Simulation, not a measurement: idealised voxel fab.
process module | voxel transistor to metal
cross-section cut | 195 nm wide | cells 5 nm
A cross-section is a grid of square cells, given in bands from the top down. A band is one or more rows of cells.
Each band's line starts with the height of the band's top and of its bottom, in nm. Then come its materials from left to right, each with its width in nm. One material with "throughout" fills the band from edge to edge. "air" is empty space.
Height 0 is the level under which the wafer as received is all one material. The lowest band goes on downwards, as in "0 down".
A width such as "30 to 40" changes by the same amount from each row of cells to the next, from the band's top row to its bottom row.
"no change" after a step means that no cell of the cross-section changed.
closed voids: empty space of 8 cells or more with no open way to the top, each as width x height at its distance from the left edge, in nm
after a step's settings: what the simulator itself notes on the step
overlay nm, on a step with a mask: how far to the right of its planned place the mask lay; to the left if negative
plan
1 op RECEIVE | material Si
2 op OXIDIZE | depth nm 5
3 op CONFORMAL_DEP | material SiN | thk nm 10
4 op DIRECTIONAL_DEP | material aC | thk nm 15
5 op PATTERN | tone cover | mask id ACTIVE | material resist | width nm 130 | thk nm 30 | overlay nm 0
6 op DIRECTIONAL_ETCH | etch materials aC | depth nm 15
7 op STRIP | etch materials resist
8 op DIRECTIONAL_ETCH | etch materials SiN | depth nm 10
9 op DIRECTIONAL_ETCH | etch materials SiO2 | depth nm 5
10 op DIRECTIONAL_ETCH | etch materials Si | depth nm 30
11 op STRIP | etch materials aC
12 op FILL_DEP | material SiO2 | thk nm 5
13 op CMP | height nm 10
14 op SELECTIVE_ETCH | etch materials SiO2 | depth nm 5
15 op STRIP | etch materials SiN
16 op SELECTIVE_ETCH | etch materials SiO2 | depth nm 5
17 op OXIDIZE | depth nm 5
18 op DIRECTIONAL_DEP | material polySi | thk nm 30
19 op DIRECTIONAL_DEP | material SiCN | thk nm 10
20 op DIRECTIONAL_DEP | material aC | thk nm 15
21 op PATTERN | tone cover | mask id GATE | material resist | width nm 30 | thk nm 30 | overlay nm 0
22 op DIRECTIONAL_ETCH | etch materials aC | depth nm 15
23 op STRIP | etch materials resist
24 op DIRECTIONAL_ETCH | etch materials SiCN | depth nm 20
25 op DIRECTIONAL_ETCH | etch materials polySi | depth nm 40
26 op STRIP | etch materials aC
27 op CONFORMAL_DEP | material SiN | thk nm 10
28 op DIRECTIONAL_ETCH | etch materials SiN | depth nm 10
29 op DIRECTIONAL_ETCH | etch materials SiO2 | depth nm 5
30 op DIRECTIONAL_ETCH | etch materials Si | depth nm 10
31 op EPI | material pSi | thk nm 10
32 op FILL_DEP | material SiO2 | thk nm 10
33 op CMP | height nm 25
34 op STRIP | etch materials polySi
35 op SELECTIVE_ETCH | etch materials SiO2 | depth nm 5
36 op CONFORMAL_DEP | material HfO2 | thk nm 5
37 op CONFORMAL_DEP | material TiN | thk nm 5
38 op FILL_DEP | material W | thk nm 10
39 op CMP | height nm 20
40 op DIRECTIONAL_DEP | material SiO2 | thk nm 10
41 op PATTERN | tone open | mask id CONTACT | material resist | width nm 20 | pitch nm 90 | thk nm 20 | overlay nm 0
42 op DIRECTIONAL_ETCH | etch materials SiO2 | depth nm 40
43 op STRIP | etch materials resist
44 op CONFORMAL_DEP | material TiN | thk nm 5
45 op FILL_DEP | material W | thk nm 10
46 op CMP | height nm 30
47 op DIRECTIONAL_DEP | material TiN | thk nm 5
48 op DIRECTIONAL_DEP | material Ru | thk nm 25
49 op MASKED_ETCH | tone cover | mask id METAL_1 | width nm 20 | pitch nm 90 | etch materials Ru | depth nm 25 | overlay nm 0
50 op MASKED_ETCH | tone cover | mask id METAL_1 | width nm 20 | pitch nm 90 | etch materials TiN | depth nm 5 | overlay nm 0
51 op CONFORMAL_DEP | material SiN | thk nm 5
52 op FILL_DEP | material SiO2 | thk nm 5
53 op CMP | height nm 60
54 op CONFORMAL_DEP | material SiCN | thk nm 5
varied across the wafers: depth nm of step 14. The plan shows the first wafer's value. All wafers start alike
first wafer as received, after step 1
  0 down: Si throughout
  closed voids: none
each wafer at the end: cells of each material gained (+) or lost (-) since it was received, then its closed voids
depth nm 5 | +18 HfO2 | +40 Ru | -171 Si | +39 SiCN | +75 SiN | +374 SiO2 | +56 TiN | +32 W | +44 pSi | closed voids: none
depth nm 10 | +18 HfO2 | +40 Ru | -175 Si | +39 SiCN | +71 SiN | +382 SiO2 | +56 TiN | +36 W | +40 pSi | closed voids: none
depth nm 15 | +18 HfO2 | +40 Ru | -173 Si | +39 SiCN | +75 SiN | +376 SiO2 | +56 TiN | +34 W | +42 pSi | closed voids: none
depth nm 20 | +18 HfO2 | +40 Ru | -175 Si | +39 SiCN | +79 SiN | +378 SiO2 | +56 TiN | +36 W | +36 pSi | closed voids: none
depth nm 25 | +18 HfO2 | +40 Ru | -177 Si | +39 SiCN | +83 SiN | +376 SiO2 | +56 TiN | +36 W | +36 pSi | closed voids: none
